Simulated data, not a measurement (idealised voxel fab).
Title: Process Module voxel tone inversion
The cross-section shown here is cut; it is 270 nm wide and divided into square cells measuring 5 nm on a side.
In this document a cross-section is written as a grid of square cells. It is given as a series of bands, listed from the top down, and a band is one or more rows of cells.
Band entry format. Leading values: height of top, height of bottom, nm. Remainder: materials in left-to-right order, each with its width in nm. Special words: "edge to edge" on a single material, which then fills the band edge to edge; "empty", empty space.
Below 0: as-received wafer, all one material; heights counted from there. Lowest band: no bottom, goes on down, written "0 nm and below".
It should be noted that a width expressed as "30->40" varies in equal increments from row to row of cells within the band, taking the value of the first number at the top row and that of the second number at the bottom row.
"no change", as given for a step, is the statement that not any cell of the cross-section underwent a change during that step.
Closed cavities: empty space of 8 cells or more with no open way to the top, each as width x height at its distance from the left edge, in nm
On each step's line, the part that comes after the settings is the simulator's own comment on the step.
overlay nm: how far to the right of its planned place the mask lay on this masked step (negative: to the left).

Below is the list of planned process steps:
1) op RECEIVE | material Si
2) op CONFORMAL_DEP | material SiN | thk nm 10
3) op DIRECTIONAL_DEP | material polySi | thk nm 15
4) op PATTERN | tone cover | mask id POSTS | material resist | width nm 20 | pitch nm 40 | thk nm 25 | overlay nm 0
5) op DIRECTIONAL_ETCH | etch materials polySi | depth nm 15
6) op STRIP | etch materials resist
7) op FILL_DEP | material lowk | thk nm 5
8) op CMP | height nm 25
9) op STRIP | etch materials polySi
10) op CONFORMAL_DEP | material TiN | thk nm 5
11) op FILL_DEP | material Ru | thk nm 10
12) op CMP | height nm 25
13) op CONFORMAL_DEP | material SiCN | thk nm 5

Wafer, first of two, run as planned:

Delivered wafer in cross-section: state after step 1:
  0 nm and below  Si edge to edge
  Closed cavities: none

The following cross-section depicts the wafer upon completion of step 2:
  10 nm to 0 nm  SiN edge to edge
  Everything under 0 stays put, no change at all.

The following cross-section depicts the wafer upon completion of step 3:
  25 nm to 10 nm  polySi edge to edge
  Everything under 10 stays put, no change at all.

The following cross-section depicts the wafer upon completion of step 4:
  50 nm to 25 nm  85 of empty; 20 of resist; 20 of empty; 20 of resist; 20 of empty; 20 of resist; 85 of empty
  Everything under 25 stays put, no change at all.

The following cross-section depicts the wafer upon completion of step 5:
  50 nm to 25 nm  85 of empty; 20 of resist; 20 of empty; 20 of resist; 20 of empty; 20 of resist; 85 of empty
  25 nm to 10 nm  85 of empty; 20 of polySi; 20 of empty; 20 of polySi; 20 of empty; 20 of polySi; 85 of empty
  Everything under 10 stays put, no change at all.

The following cross-section depicts the wafer upon completion of step 6:
  25 nm to 10 nm  85 of empty; 20 of polySi; 20 of empty; 20 of polySi; 20 of empty; 20 of polySi; 85 of empty
  Everything under 10 stays put, no change at all.

The following cross-section depicts the wafer upon completion of step 7:
  30 nm to 25 nm  lowk edge to edge
  25 nm to 10 nm  85 of lowk; 20 of polySi; 20 of lowk; 20 of polySi; 20 of lowk; 20 of polySi; 85 of lowk
  Everything under 10 stays put, no change at all.

The following cross-section depicts the wafer upon completion of step 8:
  25 nm to 10 nm  85 of lowk; 20 of polySi; 20 of lowk; 20 of polySi; 20 of lowk; 20 of polySi; 85 of lowk
  Everything under 10 stays put, no change at all.

The following cross-section depicts the wafer upon completion of step 9:
  25 nm to 10 nm  85 of lowk; 20 of empty; 20 of lowk; 20 of empty; 20 of lowk; 20 of empty; 85 of lowk
  Everything under 10 stays put, no change at all.

The following cross-section depicts the wafer upon completion of step 10:
  30 nm to 25 nm  90 of TiN; 10 of empty; 30 of TiN; 10 of empty; 30 of TiN; 10 of empty; 90 of TiN
  25 nm to 15 nm  85 of lowk; 5 of TiN; 10 of empty; 5 of TiN; 20 of lowk; 5 of TiN; 10 of empty; 5 of TiN; 20 of lowk; 5 of TiN; 10 of empty; 5 of TiN; 85 of lowk
  15 nm to 10 nm  85 of lowk; 20 of TiN; 20 of lowk; 20 of TiN; 20 of lowk; 20 of TiN; 85 of lowk
  Everything under 10 stays put, no change at all.

The following cross-section depicts the wafer upon completion of step 11:
  40 nm to 30 nm  Ru edge to edge
  30 nm to 25 nm  90 of TiN; 10 of Ru; 30 of TiN; 10 of Ru; 30 of TiN; 10 of Ru; 90 of TiN
  25 nm to 15 nm  85 of lowk; 5 of TiN; 10 of Ru; 5 of TiN; 20 of lowk; 5 of TiN; 10 of Ru; 5 of TiN; 20 of lowk; 5 of TiN; 10 of Ru; 5 of TiN; 85 of lowk
  Everything under 15 stays put, no change at all.

The following cross-section depicts the wafer upon completion of step 12:
  25 nm to 15 nm  85 of lowk; 5 of TiN; 10 of Ru; 5 of TiN; 20 of lowk; 5 of TiN; 10 of Ru; 5 of TiN; 20 of lowk; 5 of TiN; 10 of Ru; 5 of TiN; 85 of lowk
  Everything under 15 stays put, no change at all.

The following cross-section depicts the wafer upon completion of step 13:
  30 nm to 25 nm  SiCN edge to edge
  Everything under 25 stays put, no change at all.

It is to be noted that the second wafer proceeded from the same initial state and according to the same plan as the first, although one mistake was committed in its execution; through step 11, inclusive, the two wafers share an identical history:

Second wafer cross-section, taken as of the time the plan sets for step 12 to be done: no change

Second wafer cross-section, taken as of the time the plan sets for step 13 to be done:
  45 nm to 40 nm  SiCN edge to edge
  Everything under 40 stays put, no change at all.
Deviation noted in wafer processing: step 12 of the plan: omitted, not performed
Wrapping up, a cell-based count of both wafers puts the second over or under the first for these materials: +114 Ru, +48 TiN
